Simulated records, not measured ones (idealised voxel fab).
Name of the process module below: voxel gate over fins
Square cell edge 5 nm, section width 150 nm, ID cut.
A cross-section in this document is a grid of square cells, and it is written down as bands, the top band listed before the ones below it; a band is made up of one or more rows of cells. It is stipulated that each band's entry specify, in nanometres, the height of the top of the band and then that of its bottom, followed by the materials of the band in left-to-right sequence, each together with its width in nanometres. A single material marked by the word "all across" is understood to fill the band from edge to edge; the word "blank" is understood to denote empty space. The level at which height equals 0 is the one under which the wafer, as it arrives, is entirely one material. No lower edge exists for the bottom band, which continues downward and is notated as in "top 0, no bottom". Read "30 to 40" as a graded width: first number on top, second number at the bottom, same change between each pair of neighbouring rows. Basically "nothing got changed" means that step didn't change any cell in the cross-section. For the entry "Closed void roster", the listed items are empty spaces with no open way to the top whose size is 8 cells or more; each item follows the pattern width x height at distance, where distance is from the left edge and all three are in nm. Step line, after settings: the simulator's comment on this step. The line of a step may include "overlay nm". On a step with a mask, this value is how far to the right of its planned place the mask lay. A negative value means the mask lay to the left.
[Steps in the process plan]
1: op RECEIVE | material Si
2: op CONFORMAL_DEP | material SiN | thk nm 10
3: op PATTERN | tone cover | mask id FINS | material resist | width nm 15 | pitch nm 35 | thk nm 15 | overlay nm 0
4: op DIRECTIONAL_ETCH | etch materials SiN | depth nm 10
5: op DIRECTIONAL_ETCH | etch materials Si | depth nm 30
6: op STRIP | etch materials resist
7: op OXIDIZE | depth nm 5
8: op FILL_DEP | material SiO2 | thk nm 10
9: op CMP | height nm 10
10: op SELECTIVE_ETCH | etch materials SiO2 | depth nm 20
11: op STRIP | etch materials SiN
12: op CONFORMAL_DEP | material HfO2 | thk nm 5
13: op CONFORMAL_DEP | material TiN | thk nm 5
14: op CONFORMAL_DEP | material TiAl | thk nm 5
15: op CONFORMAL_DEP | material TiN | thk nm 5
16: op FILL_DEP | material W | thk nm 10
17: op CMP | height nm 25
18: op CONFORMAL_DEP | material SiN | thk nm 5
[Cross-section: wafer on arrival = after step 1]
	top 0, no bottom  Si all across
	Closed void roster: none
[Same starting wafer, same plan as above, one mistake in the execution; this is the cross-section at the end of the module]
	top 30, bottom 25  SiN all across
	top 25, bottom 20  W all across
	top 20, bottom 15  15 of W, 115 of TiN, 20 of W
	top 15, bottom 10  15 of W, 5 of TiN, 105 of TiAl, 5 of TiN, 20 of W
	top 10, bottom 5  20 of TiN, 105 of TiAl, 25 of TiN
	top 5, bottom 0  30 of TiAl, 15 of HfO2, 20 of TiAl, 15 of HfO2, 20 of TiAl, 15 of HfO2, 35 of TiAl
	top 0, bottom -5  30 of TiAl, 5 of HfO2, 5 of Si, 5 of HfO2, 20 of TiAl, 5 of HfO2, 5 of Si, 5 of HfO2, 20 of TiAl, 5 of HfO2, 5 of Si, 5 of HfO2, 35 of TiAl
	top -5, bottom -10  35 of HfO2, 5 of Si, 30 of HfO2, 5 of Si, 30 of HfO2, 5 of Si, 40 of HfO2
	top -10, bottom -35  35 of SiO2, 5 of Si, 30 of SiO2, 5 of Si, 30 of SiO2, 5 of Si, 40 of SiO2
	top -35, no bottom  Si all across
	Closed void roster: none
Plan not followed: step 13 was run on a setting that differed from the plan, and what really ran there is op CONFORMAL_DEP | material TiAl | thk nm 5
